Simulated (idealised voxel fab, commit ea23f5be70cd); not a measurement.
Documented hereafter: the process module known as voxel gate over fins.
Each square cell in cross-section cut measures 5 nm, and the section as a whole is 175 nm wide.
Bands, listed from the top down, are how a cross-section gets written in this document; the cross-section itself is a grid of square cells, and a band is one or more rows of them.
Read a band's entry like this: the first values are the height of its top and the height of its bottom in nm, and what follows is the sequence of materials from left to right, each with its width in nm. Note that "empty" is empty space, and that a single material marked "edge to edge" reaches across the band from edge to edge.
Zero point of the height axis is 0; under it, received wafer = one material. Lowest band: continues down indefinitely, "0 nm and below".
Note: "30->40" means the width goes from the first number (top row of the band) to the second number (bottom row) in equal steps per row of cells.
Reading "nothing different" for a step: not a cell of the cross-section changed in it.
The entry "Closed empty spaces" lists the empty spaces that cover at least 8 cells and have no open path to the top. Each is written as width x height at distance, where the distance is measured from the left edge and all three values are in nm.
Post-settings text on a step line: simulator's own remark regarding the step.
What "overlay nm" on a step's line means: if the step has a mask, that mask lay this far to the right of its planned place, or, when the value is negative, to the left.
**plan**
1. RECEIVE with material Si
2. CONFORMAL_DEP with material SiN, thk nm 10
3. MASKED_ETCH with tone cover, mask id FINS, width nm 15, pitch nm 45, etch materials SiN, depth nm 10, overlay nm 0
4. MASKED_ETCH with tone cover, mask id FINS, width nm 15, pitch nm 45, etch materials Si, depth nm 30, overlay nm -15
5. OXIDIZE with depth nm 5
6. FILL_DEP with material SiO2, thk nm 5
7. CMP with height nm 10
8. SELECTIVE_ETCH with etch materials SiO2, depth nm 20
9. STRIP with etch materials SiN
10. CONFORMAL_DEP with material HfO2, thk nm 5
11. CONFORMAL_DEP with material TiN, thk nm 5
12. CONFORMAL_DEP with material TiAl, thk nm 5
13. CONFORMAL_DEP with material TiN, thk nm 5
14. FILL_DEP with material W, thk nm 10
15. CMP with height nm 25
16. CONFORMAL_DEP with material SiCN, thk nm 5
Split variable: overlay nm, step 4. Plan value = first wafer. Wafers start alike.
**Cross-sectional view of the first of several wafers in the as-received condition, corresponding to the state following step 1**
- 0 nm and below: Si edge to edge
- Closed empty spaces: none
**Where each wafer stands at the end of the module, a row apiece: cells of each material gained (+) or lost (-) since it was received, then closed voids**
overlay nm -15 | +47 HfO2 | -170 Si | +35 SiCN | +115 SiO2 | +45 TiAl | +90 TiN | +48 W | Closed empty spaces: none
overlay nm -10 | +47 HfO2 | -188 Si | +35 SiCN | +130 SiO2 | +47 TiAl | +90 TiN | +49 W | Closed empty spaces: none
overlay nm -5 | +47 HfO2 | -206 Si | +35 SiCN | +145 SiO2 | +47 TiAl | +92 TiN | +50 W | Closed empty spaces: none
overlay nm 0 | +47 HfO2 | -224 Si | +35 SiCN | +160 SiO2 | +47 TiAl | +94 TiN | +51 W | Closed empty spaces: none
overlay nm 5 | +47 HfO2 | -206 Si | +35 SiCN | +145 SiO2 | +47 TiAl | +92 TiN | +50 W | Closed empty spaces: none
overlay nm 10 | +47 HfO2 | -188 Si | +35 SiCN | +130 SiO2 | +47 TiAl | +90 TiN | +49 W | Closed empty spaces: none
overlay nm 15 | +47 HfO2 | -170 Si | +35 SiCN | +115 SiO2 | +45 TiAl | +90 TiN | +48 W | Closed empty spaces: none
